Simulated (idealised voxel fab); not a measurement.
Process module under the name voxel fin reveal
FYI the section here is cut, 245 nm wide, cells are 5 nm squares.
In this document a cross-section is written as a grid of square cells. It is given as a series of bands, listed from the top down, and a band is one or more rows of cells. It is stipulated that each band's entry specify, in nanometres, the height of the top of the band and then that of its bottom, followed by the materials of the band in left-to-right sequence, each together with its width in nanometres. A single material marked by the word "full width" is understood to fill the band from edge to edge; the word "air" is understood to denote empty space. Height reference: 0 = level under which incoming wafer is all one material. Lowest band: no bottom, runs on downward, e.g. "top 0, no bottom". The two numbers in a width such as "30..40" mark its ends across the band: the first belongs to the top row of cells, the second to the bottom row, and from each row to the next the width moves by the same amount. No cell of the cross-section changed in a step that is given as "remained the same". If an empty space has no open way to the top and is at least 8 cells in size, "Unvented internal voids" lists it, written width x height at distance, where distance is measured from the left edge and every value is in nm. If you see something after the settings on a step's line, that's the simulator's own remark about that step. You can add "overlay nm" to a step's line. For a step with a mask, it describes how far the mask lay to the right of its planned position, and a negative number describes a lay to the left. The remainder of this document consists of a sequence of paired cross-sections. Each pair presents the cross-section prior to one process step together with the cross-section following it, the latter being rendered only as deep as the lowest band that underwent change. The intervening step, together with its settings, is stated beneath each pair. Because the pairs may originate from different runs of this module on the same starting wafer, a given pair is to be read as continuing from the preceding pair only where its entry headed "Pre-step condition" so indicates.

# Pre-step condition
	top 15, bottom 10  SiO2 full width
	top 10, bottom 0  50 nm SiO2 | 15 nm SiN | 30 nm SiO2 | 15 nm SiN | 30 nm SiO2 | 15 nm SiN | 30 nm SiO2 | 15 nm SiN | 45 nm SiO2
	top 0, bottom -40  55 nm SiO2 | 5 nm Si | 40 nm SiO2 | 5 nm Si | 40 nm SiO2 | 5 nm Si | 40 nm SiO2 | 5 nm Si | 50 nm SiO2
	top -40, no bottom  Si full width
	Unvented internal voids: none

# Post-Step Snapshot
	top 10, bottom 0  50 nm SiO2 | 15 nm SiN | 30 nm SiO2 | 15 nm SiN | 30 nm SiO2 | 15 nm SiN | 30 nm SiO2 | 15 nm SiN | 45 nm SiO2
	Below 0, no change.
	Unvented internal voids: none
What step was run between the cross-section before it and the cross-section after it, both above? CMP | height nm 10

Pre-step condition: this step begins from the cross-section that the pair just above shows after its step.

# Post-Step Snapshot
	top 10, bottom 0  50 nm air | 15 nm SiN | 30 nm air | 15 nm SiN | 30 nm air | 15 nm SiN | 30 nm air | 15 nm SiN | 45 nm air
	top 0, bottom -15  55 nm air | 5 nm Si | 40 nm air | 5 nm Si | 40 nm air | 5 nm Si | 40 nm air | 5 nm Si | 50 nm air
	Below -15, no change.
	Unvented internal voids: none
What step was run between the cross-section before it and the cross-section after it, both above? SELECTIVE_ETCH | etch materials SiO2 | depth nm 25

Pre-step condition: this step begins from the cross-section that the pair just above shows after its step.

# Post-Step Snapshot
	top 0, bottom -15  55 nm air | 5 nm Si | 40 nm air | 5 nm Si | 40 nm air | 5 nm Si | 40 nm air | 5 nm Si | 50 nm air
	Below -15, no change.
	Unvented internal voids: none
What step was run between the cross-section before it and the cross-section after it, both above? STRIP | etch materials SiN

Pre-step condition: this step begins from the cross-section that the pair just above shows after its step.

# Post-Step Snapshot
	top 5, bottom 0  50 nm air | 15 nm SiO2 | 30 nm air | 15 nm SiO2 | 30 nm air | 15 nm SiO2 | 30 nm air | 15 nm SiO2 | 45 nm air
	top 0, bottom -10  50 nm air | 5 nm SiO2 | 5 nm Si | 5 nm SiO2 | 30 nm air | 5 nm SiO2 | 5 nm Si | 5 nm SiO2 | 30 nm air | 5 nm SiO2 | 5 nm Si | 5 nm SiO2 | 30 nm air | 5 nm SiO2 | 5 nm Si | 5 nm SiO2 | 45 nm air
	top -10, bottom -40  55 nm SiO2 | 5 nm Si | 40 nm SiO2 | 5 nm Si | 40 nm SiO2 | 5 nm Si | 40 nm SiO2 | 5 nm Si | 50 nm SiO2
	Below -40, no change.
	Unvented internal voids: none
What step was run between the cross-section before it and the cross-section after it, both above? CONFORMAL_DEP | material SiO2 | thk nm 5

# Pre-step condition
	top 0, bottom -15  50 nm air | 5 nm Si | 40 nm air | 5 nm Si | 40 nm air | 5 nm Si | 40 nm air | 5 nm Si | 55 nm air
	top -15, bottom -40  50 nm SiO2 | 5 nm Si | 40 nm SiO2 | 5 nm Si | 40 nm SiO2 | 5 nm Si | 40 nm SiO2 | 5 nm Si | 55 nm SiO2
	top -40, no bottom  Si full width
	Unvented internal voids: none

# Post-Step Snapshot
	top 5, bottom 0  45 nm air | 15 nm SiN | 30 nm air | 15 nm SiN | 30 nm air | 15 nm SiN | 30 nm air | 15 nm SiN | 50 nm air
	top 0, bottom -10  45 nm air | 5 nm SiN | 5 nm Si | 5 nm SiN | 30 nm air | 5 nm SiN | 5 nm Si | 5 nm SiN | 30 nm air | 5 nm SiN | 5 nm Si | 5 nm SiN | 30 nm air | 5 nm SiN | 5 nm Si | 5 nm SiN | 50 nm air
	top -10, bottom -15  50 nm SiN | 5 nm Si | 40 nm SiN | 5 nm Si | 40 nm SiN | 5 nm Si | 40 nm SiN | 5 nm Si | 55 nm SiN
	Below -15, no change.
	Unvented internal voids: none
What step was run between the cross-section before it and the cross-section after it, both above? CONFORMAL_DEP | material SiN | thk nm 5

# Pre-step condition
	top 10, bottom 0  SiN full width
	top 0, no bottom  Si full width
	Unvented internal voids: none

# Post-Step Snapshot
	top 25, bottom 10  45 nm resist | 15 nm air | 30 nm resist | 15 nm air | 30 nm resist | 15 nm air | 30 nm resist | 15 nm air | 50 nm resist
	Below 10, no change.
	Unvented internal voids: none
What step was run between the cross-section before it and the cross-section after it, both above? PATTERN | tone open | mask id FINS | material resist | width nm 15 | pitch nm 45 | thk nm 15 | overlay nm 0

Pre-step condition: this step begins from the cross-section that the pair just above shows after its step.

# Post-Step Snapshot
	top 25, bottom 10  45 nm resist | 15 nm air | 30 nm resist | 15 nm air | 30 nm resist | 15 nm air | 30 nm resist | 15 nm air | 50 nm resist
	top 10, bottom 0  45 nm SiN | 15 nm air | 30 nm SiN | 15 nm air | 30 nm SiN | 15 nm air | 30 nm SiN | 15 nm air | 50 nm SiN
	Below 0, no change.
	Unvented internal voids: none
What step was run between the cross-section before it and the cross-section after it, both above? DIRECTIONAL_ETCH | etch materials SiN | depth nm 10

Pre-step condition: this step begins from the cross-section that the pair just above shows after its step.

# Post-Step Snapshot
	top 25, bottom 10  45 nm resist | 15 nm air | 30 nm resist | 15 nm air | 30 nm resist | 15 nm air | 30 nm resist | 15 nm air | 50 nm resist
	top 10, bottom 0  45 nm SiN | 15 nm air | 30 nm SiN | 15 nm air | 30 nm SiN | 15 nm air | 30 nm SiN | 15 nm air | 50 nm SiN
	top 0, bottom -35  45 nm Si | 15 nm air | 30 nm Si | 15 nm air | 30 nm Si | 15 nm air | 30 nm Si | 15 nm air | 50 nm Si
	Below -35, no change.
	Unvented internal voids: none
What step was run between the cross-section before it and the cross-section after it, both above? DIRECTIONAL_ETCH | etch materials Si | depth nm 35

Pre-step condition: this step begins from the cross-section that the pair just above shows after its step.

# Post-Step Snapshot
	top 10, bottom 0  45 nm SiN | 15 nm air | 30 nm SiN | 15 nm air | 30 nm SiN | 15 nm air | 30 nm SiN | 15 nm air | 50 nm SiN
	Below 0, no change.
	Unvented internal voids: none
What step was run between the cross-section before it and the cross-section after it, both above? STRIP | etch materials resist

Pre-step condition: this step begins from the cross-section that the pair just above shows after its step.

# Post-Step Snapshot
	top 10, bottom 0  45 nm SiN | 15 nm air | 30 nm SiN | 15 nm air | 30 nm SiN | 15 nm air | 30 nm SiN | 15 nm air | 50 nm SiN
	top 0, bottom -35  40 nm Si | 5 nm SiO2 | 15 nm air | 5 nm SiO2 | 20 nm Si | 5 nm SiO2 | 15 nm air | 5 nm SiO2 | 20 nm Si | 5 nm SiO2 | 15 nm air | 5 nm SiO2 | 20 nm Si | 5 nm SiO2 | 15 nm air | 5 nm SiO2 | 45 nm Si
	top -35, bottom -40  40 nm Si | 25 nm SiO2 | 20 nm Si | 25 nm SiO2 | 20 nm Si | 25 nm SiO2 | 20 nm Si | 25 nm SiO2 | 45 nm Si
	Below -40, no change.
	Unvented internal voids: none
What step was run between the cross-section before it and the cross-section after it, both above? OXIDIZE | depth nm 5

Pre-step condition: this step begins from the cross-section that the pair just above shows after its step.

# Post-Step Snapshot
	top 15, bottom 10  SiO2 full width
	top 10, bottom 0  45 nm SiN | 15 nm SiO2 | 30 nm SiN | 15 nm SiO2 | 30 nm SiN | 15 nm SiO2 | 30 nm SiN | 15 nm SiO2 | 50 nm SiN
	top 0, bottom -40  40 nm Si | 25 nm SiO2 | 20 nm Si | 25 nm SiO2 | 20 nm Si | 25 nm SiO2 | 20 nm Si | 25 nm SiO2 | 45 nm Si
	Below -40, no change.
	Unvented internal voids: none
What step was run between the cross-section before it and the cross-section after it, both above? FILL_DEP | material SiO2 | thk nm 5

Pre-step condition: this step begins from the cross-section that the pair just above shows after its step.

# Post-Step Snapshot
	top 10, bottom 0  45 nm SiN | 15 nm SiO2 | 30 nm SiN | 15 nm SiO2 | 30 nm SiN | 15 nm SiO2 | 30 nm SiN | 15 nm SiO2 | 50 nm SiN
	Below 0, no change.
	Unvented internal voids: none
What step was run between the cross-section before it and the cross-section after it, both above? CMP | height nm 10

Pre-step condition: this step begins from the cross-section that the pair just above shows after its step.

# Post-Step Snapshot
	top 10, bottom 0  45 nm SiN | 15 nm air | 30 nm SiN | 15 nm air | 30 nm SiN | 15 nm air | 30 nm SiN | 15 nm air | 50 nm SiN
	top 0, bottom -15  40 nm Si | 25 nm air | 20 nm Si | 25 nm air | 20 nm Si | 25 nm air | 20 nm Si | 25 nm air | 45 nm Si
	Below -15, no change.
	Unvented internal voids: none
What step was run between the cross-section before it and the cross-section after it, both above? SELECTIVE_ETCH | etch materials SiO2 | depth nm 25

Pre-step condition: this step begins from the cross-section that the pair just above shows after its step.

# Post-Step Snapshot
	top 0, bottom -15  40 nm Si | 25 nm air | 20 nm Si | 25 nm air | 20 nm Si | 25 nm air | 20 nm Si | 25 nm air | 45 nm Si
	Below -15, no change.
	Unvented internal voids: none
What step was run between the cross-section before it and the cross-section after it, both above? STRIP | etch materials SiN

Pre-step condition: this step begins from the cross-section that the pair just above shows after its step.

# Post-Step Snapshot
	top 5, bottom 0  45 nm SiO2 | 15 nm air | 30 nm SiO2 | 15 nm air | 30 nm SiO2 | 15 nm air | 30 nm SiO2 | 15 nm air | 50 nm SiO2
	top 0, bottom -10  40 nm Si | 5 nm SiO2 | 15 nm air | 5 nm SiO2 | 20 nm Si | 5 nm SiO2 | 15 nm air | 5 nm SiO2 | 20 nm Si | 5 nm SiO2 | 15 nm air | 5 nm SiO2 | 20 nm Si | 5 nm SiO2 | 15 nm air | 5 nm SiO2 | 45 nm Si
	top -10, bottom -40  40 nm Si | 25 nm SiO2 | 20 nm Si | 25 nm SiO2 | 20 nm Si | 25 nm SiO2 | 20 nm Si | 25 nm SiO2 | 45 nm Si
	Below -40, no change.
	Unvented internal voids: none
What step was run between the cross-section before it and the cross-section after it, both above? CONFORMAL_DEP | material SiO2 | thk nm 5
